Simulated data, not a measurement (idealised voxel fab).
The process module that follows is named voxel released beams.
Cross-section cut: width 290 nm, square cells of 5 nm.
If you're reading a cross-section in this doc, picture square cells in a grid; it comes to you as bands, top ones listed first down to the bottom, and a band can be one or more rows of cells. Band: top and bottom heights (nm) first, top before bottom; then materials from left to right, widths in nm. "throughout" marks a sole material filling the band edge to edge. "blank" denotes empty space. Heights are expressed relative to 0, this being the level below which the as-received wafer comprises one material exclusively. The lowest band is unbounded in the downward direction and is denoted as in "0..down". Width "30..40": first value at the band's top row of cells, second value at its bottom row, equal change from row to row. The cross-section has no changed cell in any step marked "stayed the same". The entry titled "Non-vented voids" provides the empty spaces that have no open way to the top, restricted to those of 8 cells or more. Each is presented as width x height at distance, the distance being measured from the left edge, with all three in nm. Anything after a step's settings on that line? It's the simulator's own note about the step. The setting "overlay nm" may be written on the line of a step. When the step uses a mask, the value reports how far to the right of the planned place the mask lay, and a negative value reports that it lay to the left.
STEPS IN THE PROCESS PLAN
- 1: RECEIVE [material Si]
- 2: CONFORMAL_DEP [material SiN] [thk nm 5]
- 3: DIRECTIONAL_DEP [material SiO2] [thk nm 15]
- 4: DIRECTIONAL_DEP [material aC] [thk nm 10]
- 5: PATTERN [tone open] [mask id ANCHOR] [material resist] [width nm 35] [thk nm 25] [overlay nm 0]
- 6: DIRECTIONAL_ETCH [etch materials aC] [depth nm 10]
- 7: STRIP [etch materials resist]
- 8: DIRECTIONAL_ETCH [etch materials SiO2] [depth nm 15]
- 9: STRIP [etch materials aC]
- 10: CONFORMAL_DEP [material TiN] [thk nm 15]
- 11: PATTERN [tone cover] [mask id BEAM] [material resist] [width nm 95] [thk nm 20] [overlay nm 0]
- 12: DIRECTIONAL_ETCH [etch materials TiN] [depth nm 15]
- 13: STRIP [etch materials resist]
- 14: STRIP [etch materials SiO2]
RECEIVED-STATE CROSS-SECTION, REFLECTING COMPLETION OF STEP 1
	0..down = Si throughout
	Non-vented voids: none
WHAT THE WAFER LOOKS LIKE IN CROSS-SECTION AFTER THIS MODULE, WHEN IT STARTS AS SHOWN ABOVE AND FOLLOWS THE PLAN ABOVE BUT ONE MISTAKE IS MADE IN RUNNING IT
	35..20 = blank (95); TiN (95); blank (100)
	20..15 = SiN throughout
	15..0 = SiO2 throughout
	0..down = Si throughout
	Non-vented voids: none
Error vs. plan: step 3 occupied the plan position of step 2, and the converse holds as well
